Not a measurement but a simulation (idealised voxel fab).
The process module presented herein is designated voxel double patterning.
Section cut is 210 nm wide and gridded with 5 nm square cells.
Think of the cross-section as a grid of square cells. We describe it in bands, top to bottom, and each band covers one or more rows of those cells.
Band entry format. Leading values: height of top, height of bottom, nm. Remainder: materials in left-to-right order, each with its width in nm. Special words: "edge to edge" on a single material, which then fills the band edge to edge; "air", empty space.
Height datum 0, below which the as-received substrate wafer is one material. Lowest band open at the bottom, running downward: "top 0, no bottom".
A width given as "30 to 40" starts at the first number in the band's top row and ends at the second number in its bottom row, shifting by an equal amount at every step from row to row.
"left unchanged" (step): cross-section cells unchanged, all of them.
"Closed void catalog" lists enclosed empty spaces (at least 8 cells, no open path upward to the top), each as width x height at distance from the left edge, in nm.
Anything after a step's settings on that line? It's the simulator's own note about the step.
overlay nm: how far to the right of its planned place the mask lay on this masked step (negative: to the left).
Before/after cross-section pairs, one process step each; after shown to lowest changed band; step and settings beneath. Pairs may be from different runs of this module on the same starting wafer; a pair continues from the one above only where its "before" entry says so.

[before]
    top 0, no bottom | Si edge to edge
    Closed void catalog: none

[Section, Post-Step]
    top 10, bottom 0 | SiO2 edge to edge
    Anything lower than 0 is untouched.
    Closed void catalog: none
Operation between the pre and post cross-sections above: CONFORMAL_DEP with material SiO2, thk nm 10

before: per the after cross-section of the pair just above.

[Section, Post-Step]
    top 20, bottom 10 | polySi edge to edge
    Anything lower than 10 is untouched.
    Closed void catalog: none
Operation between the pre and post cross-sections above: DIRECTIONAL_DEP with material polySi, thk nm 10

before: per the after cross-section of the pair just above.

[Section, Post-Step]
    top 30, bottom 20 | SiN edge to edge
    Anything lower than 20 is untouched.
    Closed void catalog: none
Operation between the pre and post cross-sections above: DIRECTIONAL_DEP with material SiN, thk nm 10

before: per the after cross-section of the pair just above.

[Section, Post-Step]
    top 40, bottom 30 | aC edge to edge
    Anything lower than 30 is untouched.
    Closed void catalog: none
Operation between the pre and post cross-sections above: DIRECTIONAL_DEP with material aC, thk nm 10

before: per the after cross-section of the pair just above.

[Section, Post-Step]
    top 65, bottom 40 | 45 of resist | 15 of air | 35 of resist | 15 of air | 35 of resist | 15 of air | 50 of resist
    Anything lower than 40 is untouched.
    Closed void catalog: none
Operation between the pre and post cross-sections above: PATTERN with tone open, mask id FIRST, material resist, width nm 15, pitch nm 50, thk nm 25, overlay nm 0

before: per the after cross-section of the pair just above.

[Section, Post-Step]
    top 55, bottom 40 | 45 of resist | 15 of air | 35 of resist | 15 of air | 35 of resist | 15 of air | 50 of resist
    top 40, bottom 30 | 45 of aC | 15 of air | 35 of aC | 15 of air | 35 of aC | 15 of air | 50 of aC
    Anything lower than 30 is untouched.
    Closed void catalog: none
Operation between the pre and post cross-sections above: DIRECTIONAL_ETCH with etch materials aC, depth nm 10

before: per the after cross-section of the pair just above.

[Section, Post-Step]
    top 40, bottom 30 | 45 of aC | 15 of air | 35 of aC | 15 of air | 35 of aC | 15 of air | 50 of aC
    Anything lower than 30 is untouched.
    Closed void catalog: none
Operation between the pre and post cross-sections above: STRIP with etch materials resist

before: per the after cross-section of the pair just above.

[Section, Post-Step]
    top 40, bottom 30 | 45 of aC | 15 of air | 35 of aC | 15 of air | 35 of aC | 15 of air | 50 of aC
    top 30, bottom 20 | 45 of SiN | 15 of air | 35 of SiN | 15 of air | 35 of SiN | 15 of air | 50 of SiN
    Anything lower than 20 is untouched.
    Closed void catalog: none
Operation between the pre and post cross-sections above: DIRECTIONAL_ETCH with etch materials SiN, depth nm 10

before: per the after cross-section of the pair just above.

[Section, Post-Step]
    top 30, bottom 20 | 45 of SiN | 15 of air | 35 of SiN | 15 of air | 35 of SiN | 15 of air | 50 of SiN
    Anything lower than 20 is untouched.
    Closed void catalog: none
Operation between the pre and post cross-sections above: STRIP with etch materials aC

before: per the after cross-section of the pair just above.

[Section, Post-Step]
    top 30, bottom 20 | 45 of SiN | 15 of air | 10 of SiN | 15 of air | 10 of SiN | 15 of air | 10 of SiN | 15 of air | 10 of SiN | 15 of air | 50 of SiN
    Anything lower than 20 is untouched.
    Closed void catalog: none
Operation between the pre and post cross-sections above: MASKED_ETCH with tone open, mask id SECOND, width nm 15, pitch nm 50, etch materials SiN, depth nm 10, overlay nm 0

before: per the after cross-section of the pair just above.

[Section, Post-Step]
    top 30, bottom 20 | 45 of SiN | 15 of air | 10 of SiN | 15 of air | 10 of SiN | 15 of air | 10 of SiN | 15 of air | 10 of SiN | 15 of air | 50 of SiN
    top 20, bottom 10 | 45 of polySi | 15 of air | 10 of polySi | 15 of air | 10 of polySi | 15 of air | 10 of polySi | 15 of air | 10 of polySi | 15 of air | 50 of polySi
    Anything lower than 10 is untouched.
    Closed void catalog: none
Operation between the pre and post cross-sections above: DIRECTIONAL_ETCH with etch materials polySi, depth nm 10

before: per the after cross-section of the pair just above.

[Section, Post-Step]
    top 20, bottom 10 | 45 of polySi | 15 of air | 10 of polySi | 15 of air | 10 of polySi | 15 of air | 10 of polySi | 15 of air | 10 of polySi | 15 of air | 50 of polySi
    Anything lower than 10 is untouched.
    Closed void catalog: none
Operation between the pre and post cross-sections above: STRIP with etch materials SiN

[before]
    top 0, no bottom | Si edge to edge
    Closed void catalog: none

[Section, Post-Step]
    top 10, bottom 0 | polySi edge to edge
    Anything lower than 0 is untouched.
    Closed void catalog: none
Operation between the pre and post cross-sections above: DIRECTIONAL_DEP with material polySi, thk nm 10

before: per the after cross-section of the pair just above.

[Section, Post-Step]
    top 20, bottom 10 | SiN edge to edge
    Anything lower than 10 is untouched.
    Closed void catalog: none
Operation between the pre and post cross-sections above: DIRECTIONAL_DEP with material SiN, thk nm 10

before: per the after cross-section of the pair just above.

[Section, Post-Step]
    top 30, bottom 20 | aC edge to edge
    Anything lower than 20 is untouched.
    Closed void catalog: none
Operation between the pre and post cross-sections above: DIRECTIONAL_DEP with material aC, thk nm 10

before: per the after cross-section of the pair just above.

[Section, Post-Step]
    top 55, bottom 30 | 45 of resist | 15 of air | 35 of resist | 15 of air | 35 of resist | 15 of air | 50 of resist
    Anything lower than 30 is untouched.
    Closed void catalog: none
Operation between the pre and post cross-sections above: PATTERN with tone open, mask id FIRST, material resist, width nm 15, pitch nm 50, thk nm 25, overlay nm 0

before: per the after cross-section of the pair just above.

[Section, Post-Step]
    top 45, bottom 30 | 45 of resist | 15 of air | 35 of resist | 15 of air | 35 of resist | 15 of air | 50 of resist
    top 30, bottom 20 | 45 of aC | 15 of air | 35 of aC | 15 of air | 35 of aC | 15 of air | 50 of aC
    Anything lower than 20 is untouched.
    Closed void catalog: none
Operation between the pre and post cross-sections above: DIRECTIONAL_ETCH with etch materials aC, depth nm 10

before: per the after cross-section of the pair just above.

[Section, Post-Step]
    top 30, bottom 20 | 45 of aC | 15 of air | 35 of aC | 15 of air | 35 of aC | 15 of air | 50 of aC
    Anything lower than 20 is untouched.
    Closed void catalog: none
Operation between the pre and post cross-sections above: STRIP with etch materials resist

before: per the after cross-section of the pair just above.

[Section, Post-Step]
    top 30, bottom 20 | 45 of aC | 15 of air | 35 of aC | 15 of air | 35 of aC | 15 of air | 50 of aC
    top 20, bottom 10 | 45 of SiN | 15 of air | 35 of SiN | 15 of air | 35 of SiN | 15 of air | 50 of SiN
    Anything lower than 10 is untouched.
    Closed void catalog: none
Operation between the pre and post cross-sections above: DIRECTIONAL_ETCH with etch materials SiN, depth nm 10

before: per the after cross-section of the pair just above.

[Section, Post-Step]
    top 20, bottom 10 | 45 of SiN | 15 of air | 35 of SiN | 15 of air | 35 of SiN | 15 of air | 50 of SiN
    Anything lower than 10 is untouched.
    Closed void catalog: none
Operation between the pre and post cross-sections above: STRIP with etch materials aC

before: per the after cross-section of the pair just above.

[Section, Post-Step]
    top 20, bottom 10 | 45 of SiN | 15 of air | 10 of SiN | 15 of air | 10 of SiN | 15 of air | 10 of SiN | 15 of air | 10 of SiN | 15 of air | 50 of SiN
    Anything lower than 10 is untouched.
    Closed void catalog: none
Operation between the pre and post cross-sections above: MASKED_ETCH with tone open, mask id SECOND, width nm 15, pitch nm 50, etch materials SiN, depth nm 10, overlay nm 0

before: per the after cross-section of the pair just above.

[Section, Post-Step]
    top 20, bottom 10 | 45 of SiN | 15 of air | 10 of SiN | 15 of air | 10 of SiN | 15 of air | 10 of SiN | 15 of air | 10 of SiN | 15 of air | 50 of SiN
    top 10, bottom 0 | 45 of polySi | 15 of air | 10 of polySi | 15 of air | 10 of polySi | 15 of air | 10 of polySi | 15 of air | 10 of polySi | 15 of air | 50 of polySi
    Anything lower than 0 is untouched.
    Closed void catalog: none
Operation between the pre and post cross-sections above: DIRECTIONAL_ETCH with etch materials polySi, depth nm 10

before: per the after cross-section of the pair just above.

[Section, Post-Step]
    top 10, bottom 0 | 45 of polySi | 15 of air | 10 of polySi | 15 of air | 10 of polySi | 15 of air | 10 of polySi | 15 of air | 10 of polySi | 15 of air | 50 of polySi
    Anything lower than 0 is untouched.
    Closed void catalog: none
Operation between the pre and post cross-sections above: STRIP with etch materials SiN

[before]
    top 55, bottom 40 | 45 of resist | 15 of air | 35 of resist | 15 of air | 35 of resist | 15 of air | 50 of resist
    top 40, bottom 30 | 45 of aC | 15 of air | 35 of aC | 15 of air | 35 of aC | 15 of air | 50 of aC
    top 30, bottom 20 | SiN edge to edge
    top 20, bottom 10 | polySi edge to edge
    top 10, bottom 0 | SiO2 edge to edge
    top 0, no bottom | Si edge to edge
    Closed void catalog: none

[Section, Post-Step]
    top 45, bottom 40 | 45 of resist | 15 of air | 35 of resist | 15 of air | 35 of resist | 15 of air | 50 of resist
    Anything lower than 40 is untouched.
    Closed void catalog: none
Operation between the pre and post cross-sections above: DIRECTIONAL_ETCH with etch materials aC, depth nm 10

before: per the after cross-section of the pair just above.

[Section, Post-Step]
    top 40, bottom 30 | 45 of aC | 15 of air | 35 of aC | 15 of air | 35 of aC | 15 of air | 50 of aC
    Anything lower than 30 is untouched.
    Closed void catalog: none
Operation between the pre and post cross-sections above: STRIP with etch materials resist

[before]
    top 10, bottom 0 | polySi edge to edge
    top 0, no bottom | Si edge to edge
    Closed void catalog: none

[Section, Post-Step]
    top 20, bottom 10 | SiO2 edge to edge
    Anything lower than 10 is untouched.
    Closed void catalog: none
Operation between the pre and post cross-sections above: CONFORMAL_DEP with material SiO2, thk nm 10

before: per the after cross-section of the pair just above.

[Section, Post-Step]
    top 30, bottom 20 | SiN edge to edge
    Anything lower than 20 is untouched.
    Closed void catalog: none
Operation between the pre and post cross-sections above: DIRECTIONAL_DEP with material SiN, thk nm 10

before: per the after cross-section of the pair just above.

[Section, Post-Step]
    top 40, bottom 30 | aC edge to edge
    Anything lower than 30 is untouched.
    Closed void catalog: none
Operation between the pre and post cross-sections above: DIRECTIONAL_DEP with material aC, thk nm 10

before: per the after cross-section of the pair just above.

[Section, Post-Step]
    top 65, bottom 40 | 45 of resist | 15 of air | 35 of resist | 15 of air | 35 of resist | 15 of air | 50 of resist
    Anything lower than 40 is untouched.
    Closed void catalog: none
Operation between the pre and post cross-sections above: PATTERN with tone open, mask id FIRST, material resist, width nm 15, pitch nm 50, thk nm 25, overlay nm 0

before: per the after cross-section of the pair just above.

[Section, Post-Step]
    top 55, bottom 40 | 45 of resist | 15 of air | 35 of resist | 15 of air | 35 of resist | 15 of air | 50 of resist
    top 40, bottom 30 | 45 of aC | 15 of air | 35 of aC | 15 of air | 35 of aC | 15 of air | 50 of aC
    Anything lower than 30 is untouched.
    Closed void catalog: none
Operation between the pre and post cross-sections above: DIRECTIONAL_ETCH with etch materials aC, depth nm 10

before: per the after cross-section of the pair just above.

[Section, Post-Step]
    top 40, bottom 30 | 45 of aC | 15 of air | 35 of aC | 15 of air | 35 of aC | 15 of air | 50 of aC
    Anything lower than 30 is untouched.
    Closed void catalog: none
Operation between the pre and post cross-sections above: STRIP with etch materials resist

before: per the after cross-section of the pair just above.

[Section, Post-Step]
    top 40, bottom 30 | 45 of aC | 15 of air | 35 of aC | 15 of air | 35 of aC | 15 of air | 50 of aC
    top 30, bottom 20 | 45 of SiN | 15 of air | 35 of SiN | 15 of air | 35 of SiN | 15 of air | 50 of SiN
    Anything lower than 20 is untouched.
    Closed void catalog: none
Operation between the pre and post cross-sections above: DIRECTIONAL_ETCH with etch materials SiN, depth nm 10

before: per the after cross-section of the pair just above.

[Section, Post-Step]
    top 30, bottom 20 | 45 of SiN | 15 of air | 35 of SiN | 15 of air | 35 of SiN | 15 of air | 50 of SiN
    Anything lower than 20 is untouched.
    Closed void catalog: none
Operation between the pre and post cross-sections above: STRIP with etch materials aC

before: per the after cross-section of the pair just above.

[Section, Post-Step]
    top 30, bottom 20 | 45 of SiN | 15 of air | 10 of SiN | 15 of air | 10 of SiN | 15 of air | 10 of SiN | 15 of air | 10 of SiN | 15 of air | 50 of SiN
    Anything lower than 20 is untouched.
    Closed void catalog: none
Operation between the pre and post cross-sections above: MASKED_ETCH with tone open, mask id SECOND, width nm 15, pitch nm 50, etch materials SiN, depth nm 10, overlay nm 0

before: per the after cross-section of the pair just above.

[Section, Post-Step]
    top 20, bottom 10 | SiO2 edge to edge
    Anything lower than 10 is untouched.
    Closed void catalog: none
Operation between the pre and post cross-sections above: STRIP with etch materials SiN

[before]
    top 30, bottom 20 | 45 of SiN | 15 of air | 10 of SiN | 15 of air | 10 of SiN | 15 of air | 10 of SiN | 15 of air | 10 of SiN | 15 of air | 50 of SiN
    top 20, bottom 10 | polySi edge to edge
    top 10, bottom 0 | SiO2 edge to edge
    top 0, no bottom | Si edge to edge
    Closed void catalog: none

[Section, Post-Step]
    top 30, bottom 20 | 45 of SiN | 15 of air | 10 of SiN | 15 of air | 10 of SiN | 15 of air | 10 of SiN | 15 of air | 10 of SiN | 15 of air | 50 of SiN
    top 20, bottom 15 | 45 of polySi | 15 of air | 10 of polySi | 15 of air | 10 of polySi | 15 of air | 10 of polySi | 15 of air | 10 of polySi | 15 of air | 50 of polySi
    Anything lower than 15 is untouched.
    Closed void catalog: none
Operation between the pre and post cross-sections above: DIRECTIONAL_ETCH with etch materials polySi, depth nm 5

before: per the after cross-section of the pair just above.

[Section, Post-Step]
    top 20, bottom 15 | 45 of polySi | 15 of air | 10 of polySi | 15 of air | 10 of polySi | 15 of air | 10 of polySi | 15 of air | 10 of polySi | 15 of air | 50 of polySi
    Anything lower than 15 is untouched.
    Closed void catalog: none
Operation between the pre and post cross-sections above: STRIP with etch materials SiN

[before]
    top 40, bottom 30 | aC edge to edge
    top 30, bottom 20 | SiN edge to edge
    top 20, bottom 10 | polySi edge to edge
    top 10, bottom 0 | SiO2 edge to edge
    top 0, no bottom | Si edge to edge
    Closed void catalog: none

[Section, Post-Step]
    top 65, bottom 40 | 45 of resist | 20 of air | 30 of resist | 20 of air | 30 of resist | 20 of air | 45 of resist
    Anything lower than 40 is untouched.
    Closed void catalog: none
Operation between the pre and post cross-sections above: PATTERN with tone open, mask id FIRST, material resist, width nm 20, pitch nm 50, thk nm 25, overlay nm 0

before: per the after cross-section of the pair just above.

[Section, Post-Step]
    top 55, bottom 40 | 45 of resist | 20 of air | 30 of resist | 20 of air | 30 of resist | 20 of air | 45 of resist
    top 40, bottom 30 | 45 of aC | 20 of air | 30 of aC | 20 of air | 30 of aC | 20 of air | 45 of aC
    Anything lower than 30 is untouched.
    Closed void catalog: none
Operation between the pre and post cross-sections above: DIRECTIONAL_ETCH with etch materials aC, depth nm 10

before: per the after cross-section of the pair just above.

[Section, Post-Step]
    top 40, bottom 30 | 45 of aC | 20 of air | 30 of aC | 20 of air | 30 of aC | 20 of air | 45 of aC
    Anything lower than 30 is untouched.
    Closed void catalog: none
Operation between the pre and post cross-sections above: STRIP with etch materials resist

before: per the after cross-section of the pair just above.

[Section, Post-Step]
    top 40, bottom 30 | 45 of aC | 20 of air | 30 of aC | 20 of air | 30 of aC | 20 of air | 45 of aC
    top 30, bottom 20 | 45 of SiN | 20 of air | 30 of SiN | 20 of air | 30 of SiN | 20 of air | 45 of SiN
    Anything lower than 20 is untouched.
    Closed void catalog: none
Operation between the pre and post cross-sections above: DIRECTIONAL_ETCH with etch materials SiN, depth nm 10

before: per the after cross-section of the pair just above.

[Section, Post-Step]
    top 30, bottom 20 | 45 of SiN | 20 of air | 30 of SiN | 20 of air | 30 of SiN | 20 of air | 45 of SiN
    Anything lower than 20 is untouched.
    Closed void catalog: none
Operation between the pre and post cross-sections above: STRIP with etch materials aC

before: per the after cross-section of the pair just above.

[Section, Post-Step]
    top 30, bottom 20 | 45 of SiN | 20 of air | 5 of SiN | 15 of air | 10 of SiN | 20 of air | 5 of SiN | 15 of air | 10 of SiN | 20 of air | 45 of SiN
    Anything lower than 20 is untouched.
    Closed void catalog: none
Operation between the pre and post cross-sections above: MASKED_ETCH with tone open, mask id SECOND, width nm 15, pitch nm 50, etch materials SiN, depth nm 10, overlay nm 0

before: per the after cross-section of the pair just above.

[Section, Post-Step]
    top 30, bottom 20 | 45 of SiN | 20 of air | 5 of SiN | 15 of air | 10 of SiN | 20 of air | 5 of SiN | 15 of air | 10 of SiN | 20 of air | 45 of SiN
    top 20, bottom 10 | 45 of polySi | 20 of air | 5 of polySi | 15 of air | 10 of polySi | 20 of air | 5 of polySi | 15 of air | 10 of polySi | 20 of air | 45 of polySi
    Anything lower than 10 is untouched.
    Closed void catalog: none
Operation between the pre and post cross-sections above: DIRECTIONAL_ETCH with etch materials polySi, depth nm 10

before: per the after cross-section of the pair just above.

[Section, Post-Step]
    top 20, bottom 10 | 45 of polySi | 20 of air | 5 of polySi | 15 of air | 10 of polySi | 20 of air | 5 of polySi | 15 of air | 10 of polySi | 20 of air | 45 of polySi
    Anything lower than 10 is untouched.
    Closed void catalog: none
Operation between the pre and post cross-sections above: STRIP with etch materials SiN

[before]
    top 40, bottom 30 | aC edge to edge
    top 30, bottom 20 | SiN edge to edge
    top 20, bottom 10 | polySi edge to edge
    top 10, bottom 0 | SiO2 edge to edge
    top 0, no bottom | Si edge to edge
    Closed void catalog: none

[Section, Post-Step]
    top 65, bottom 40 | 55 of resist | 15 of air | 35 of resist | 15 of air | 35 of resist | 15 of air | 40 of resist
    Anything lower than 40 is untouched.
    Closed void catalog: none
Operation between the pre and post cross-sections above: PATTERN with tone open, mask id FIRST, material resist, width nm 15, pitch nm 50, thk nm 25, overlay nm 10

before: per the after cross-section of the pair just above.

[Section, Post-Step]
    top 55, bottom 40 | 55 of resist | 15 of air | 35 of resist | 15 of air | 35 of resist | 15 of air | 40 of resist
    top 40, bottom 30 | 55 of aC | 15 of air | 35 of aC | 15 of air | 35 of aC | 15 of air | 40 of aC
    Anything lower than 30 is untouched.
    Closed void catalog: none
Operation between the pre and post cross-sections above: DIRECTIONAL_ETCH with etch materials aC, depth nm 10

before: per the after cross-section of the pair just above.

[Section, Post-Step]
    top 40, bottom 30 | 55 of aC | 15 of air | 35 of aC | 15 of air | 35 of aC | 15 of air | 40 of aC
    Anything lower than 30 is untouched.
    Closed void catalog: none
Operation between the pre and post cross-sections above: STRIP with etch materials resist

before: per the after cross-section of the pair just above.

[Section, Post-Step]
    top 40, bottom 30 | 55 of aC | 15 of air | 35 of aC | 15 of air | 35 of aC | 15 of air | 40 of aC
    top 30, bottom 20 | 55 of SiN | 15 of air | 35 of SiN | 15 of air | 35 of SiN | 15 of air | 40 of SiN
    Anything lower than 20 is untouched.
    Closed void catalog: none
Operation between the pre and post cross-sections above: DIRECTIONAL_ETCH with etch materials SiN, depth nm 10

before: per the after cross-section of the pair just above.

[Section, Post-Step]
    top 30, bottom 20 | 55 of SiN | 15 of air | 35 of SiN | 15 of air | 35 of SiN | 15 of air | 40 of SiN
    Anything lower than 20 is untouched.
    Closed void catalog: none
Operation between the pre and post cross-sections above: STRIP with etch materials aC

before: per the after cross-section of the pair just above.

[Section, Post-Step]
    top 30, bottom 20 | 55 of SiN | 30 of air | 20 of SiN | 30 of air | 20 of SiN | 15 of air | 40 of SiN
    Anything lower than 20 is untouched.
    Closed void catalog: none
Operation between the pre and post cross-sections above: MASKED_ETCH with tone open, mask id SECOND, width nm 15, pitch nm 50, etch materials SiN, depth nm 10, overlay nm 0

before: per the after cross-section of the pair just above.

[Section, Post-Step]
    top 30, bottom 20 | 55 of SiN | 30 of air | 20 of SiN | 30 of air | 20 of SiN | 15 of air | 40 of SiN
    top 20, bottom 10 | 55 of polySi | 30 of air | 20 of polySi | 30 of air | 20 of polySi | 15 of air | 40 of polySi
    Anything lower than 10 is untouched.
    Closed void catalog: none
Operation between the pre and post cross-sections above: DIRECTIONAL_ETCH with etch materials polySi, depth nm 10

before: per the after cross-section of the pair just above.

[Section, Post-Step]
    top 20, bottom 10 | 55 of polySi | 30 of air | 20 of polySi | 30 of air | 20 of polySi | 15 of air | 40 of polySi
    Anything lower than 10 is untouched.
    Closed void catalog: none
Operation between the pre and post cross-sections above: STRIP with etch materials SiN

[before]
    top 0, no bottom | Si edge to edge
    Closed void catalog: none

[Section, Post-Step]
    top 10, bottom 0 | aC edge to edge
    Anything lower than 0 is untouched.
    Closed void catalog: none
Operation between the pre and post cross-sections above: CONFORMAL_DEP with material aC, thk nm 10

before: per the after cross-section of the pair just above.

[Section, Post-Step]
    top 20, bottom 10 | polySi edge to edge
    Anything lower than 10 is untouched.
    Closed void catalog: none
Operation between the pre and post cross-sections above: DIRECTIONAL_DEP with material polySi, thk nm 10

before: per the after cross-section of the pair just above.

[Section, Post-Step]
    top 30, bottom 20 | SiN edge to edge
    Anything lower than 20 is untouched.
    Closed void catalog: none
Operation between the pre and post cross-sections above: DIRECTIONAL_DEP with material SiN, thk nm 10

before: per the after cross-section of the pair just above.

[Section, Post-Step]
    top 40, bottom 30 | aC edge to edge
    Anything lower than 30 is untouched.
    Closed void catalog: none
Operation between the pre and post cross-sections above: DIRECTIONAL_DEP with material aC, thk nm 10

before: per the after cross-section of the pair just above.

[Section, Post-Step]
    top 65, bottom 40 | 45 of resist | 15 of air | 35 of resist | 15 of air | 35 of resist | 15 of air | 50 of resist
    Anything lower than 40 is untouched.
    Closed void catalog: none
Operation between the pre and post cross-sections above: PATTERN with tone open, mask id FIRST, material resist, width nm 15, pitch nm 50, thk nm 25, overlay nm 0

before: per the after cross-section of the pair just above.

[Section, Post-Step]
    top 55, bottom 40 | 45 of resist | 15 of air | 35 of resist | 15 of air | 35 of resist | 15 of air | 50 of resist
    top 40, bottom 30 | 45 of aC | 15 of air | 35 of aC | 15 of air | 35 of aC | 15 of air | 50 of aC
    Anything lower than 30 is untouched.
    Closed void catalog: none
Operation between the pre and post cross-sections above: DIRECTIONAL_ETCH with etch materials aC, depth nm 10

before: per the after cross-section of the pair just above.

[Section, Post-Step]
    top 40, bottom 30 | 45 of aC | 15 of air | 35 of aC | 15 of air | 35 of aC | 15 of air | 50 of aC
    Anything lower than 30 is untouched.
    Closed void catalog: none
Operation between the pre and post cross-sections above: STRIP with etch materials resist

before: per the after cross-section of the pair just above.

[Section, Post-Step]
    top 40, bottom 30 | 45 of aC | 15 of air | 35 of aC | 15 of air | 35 of aC | 15 of air | 50 of aC
    top 30, bottom 20 | 45 of SiN | 15 of air | 35 of SiN | 15 of air | 35 of SiN | 15 of air | 50 of SiN
    Anything lower than 20 is untouched.
    Closed void catalog: none
Operation between the pre and post cross-sections above: DIRECTIONAL_ETCH with etch materials SiN, depth nm 10

before: per the after cross-section of the pair just above.

[Section, Post-Step]
    top 30, bottom 20 | 45 of SiN | 15 of air | 35 of SiN | 15 of air | 35 of SiN | 15 of air | 50 of SiN
    Anything lower than 20 is untouched.
    Closed void catalog: none
Operation between the pre and post cross-sections above: STRIP with etch materials aC

before: per the after cross-section of the pair just above.

[Section, Post-Step]
    top 30, bottom 20 | 45 of SiN | 15 of air | 10 of SiN | 15 of air | 10 of SiN | 15 of air | 10 of SiN | 15 of air | 10 of SiN | 15 of air | 50 of SiN
    Anything lower than 20 is untouched.
    Closed void catalog: none
Operation between the pre and post cross-sections above: MASKED_ETCH with tone open, mask id SECOND, width nm 15, pitch nm 50, etch materials SiN, depth nm 10, overlay nm 0

before: per the after cross-section of the pair just above.

[Section, Post-Step]
    top 30, bottom 20 | 45 of SiN | 15 of air | 10 of SiN | 15 of air | 10 of SiN | 15 of air | 10 of SiN | 15 of air | 10 of SiN | 15 of air | 50 of SiN
    top 20, bottom 10 | 45 of polySi | 15 of air | 10 of polySi | 15 of air | 10 of polySi | 15 of air | 10 of polySi | 15 of air | 10 of polySi | 15 of air | 50 of polySi
    Anything lower than 10 is untouched.
    Closed void catalog: none
Operation between the pre and post cross-sections above: DIRECTIONAL_ETCH with etch materials polySi, depth nm 10

before: per the after cross-section of the pair just above.

[Section, Post-Step]
    top 20, bottom 10 | 45 of polySi | 15 of air | 10 of polySi | 15 of air | 10 of polySi | 15 of air | 10 of polySi | 15 of air | 10 of polySi | 15 of air | 50 of polySi
    Anything lower than 10 is untouched.
    Closed void catalog: none
Operation between the pre and post cross-sections above: STRIP with etch materials SiN

[before]
    top 40, bottom 30 | aC edge to edge
    top 30, bottom 20 | SiN edge to edge
    top 20, bottom 10 | polySi edge to edge
    top 10, bottom 0 | SiO2 edge to edge
    top 0, no bottom | Si edge to edge
    Closed void catalog: none

[Section, Post-Step]
    top 65, bottom 40 | 45 of air | 15 of resist | 35 of air | 15 of resist | 35 of air | 15 of resist | 50 of air
    Anything lower than 40 is untouched.
    Closed void catalog: none
Operation between the pre and post cross-sections above: PATTERN with tone cover, mask id FIRST, material resist, width nm 15, pitch nm 50, thk nm 25, overlay nm 0

before: per the after cross-section of the pair just above.

[Section, Post-Step]
    top 55, bottom 40 | 45 of air | 15 of resist | 35 of air | 15 of resist | 35 of air | 15 of resist | 50 of air
    top 40, bottom 30 | 45 of air | 15 of aC | 35 of air | 15 of aC | 35 of air | 15 of aC | 50 of air
    Anything lower than 30 is untouched.
    Closed void catalog: none
Operation between the pre and post cross-sections above: DIRECTIONAL_ETCH with etch materials aC, depth nm 10

before: per the after cross-section of the pair just above.

[Section, Post-Step]
    top 40, bottom 30 | 45 of air | 15 of aC | 35 of air | 15 of aC | 35 of air | 15 of aC | 50 of air
    Anything lower than 30 is untouched.
    Closed void catalog: none
Operation between the pre and post cross-sections above: STRIP with etch materials resist

before: per the after cross-section of the pair just above.

[Section, Post-Step]
    top 40, bottom 30 | 45 of air | 15 of aC | 35 of air | 15 of aC | 35 of air | 15 of aC | 50 of air
    top 30, bottom 20 | 45 of air | 15 of SiN | 35 of air | 15 of SiN | 35 of air | 15 of SiN | 50 of air
    Anything lower than 20 is untouched.
    Closed void catalog: none
Operation between the pre and post cross-sections above: DIRECTIONAL_ETCH with etch materials SiN, depth nm 10

before: per the after cross-section of the pair just above.

[Section, Post-Step]
    top 30, bottom 20 | 45 of air | 15 of SiN | 35 of air | 15 of SiN | 35 of air | 15 of SiN | 50 of air
    Anything lower than 20 is untouched.
    Closed void catalog: none
Operation between the pre and post cross-sections above: STRIP with etch materials aC

before: per the after cross-section of the pair just above.

[Section, Post-Step]
    top 30, bottom 20 | 45 of air | 15 of SiN | 35 of air | 15 of SiN | 35 of air | 15 of SiN | 50 of air
    top 20, bottom 10 | 45 of air | 15 of polySi | 35 of air | 15 of polySi | 35 of air | 15 of polySi | 50 of air
    Anything lower than 10 is untouched.
    Closed void catalog: none
Operation between the pre and post cross-sections above: DIRECTIONAL_ETCH with etch materials polySi, depth nm 10

before: per the after cross-section of the pair just above.

[Section, Post-Step]
    top 20, bottom 10 | 45 of air | 15 of polySi | 35 of air | 15 of polySi | 35 of air | 15 of polySi | 50 of air
    Anything lower than 10 is untouched.
    Closed void catalog: none
Operation between the pre and post cross-sections above: STRIP with etch materials SiN
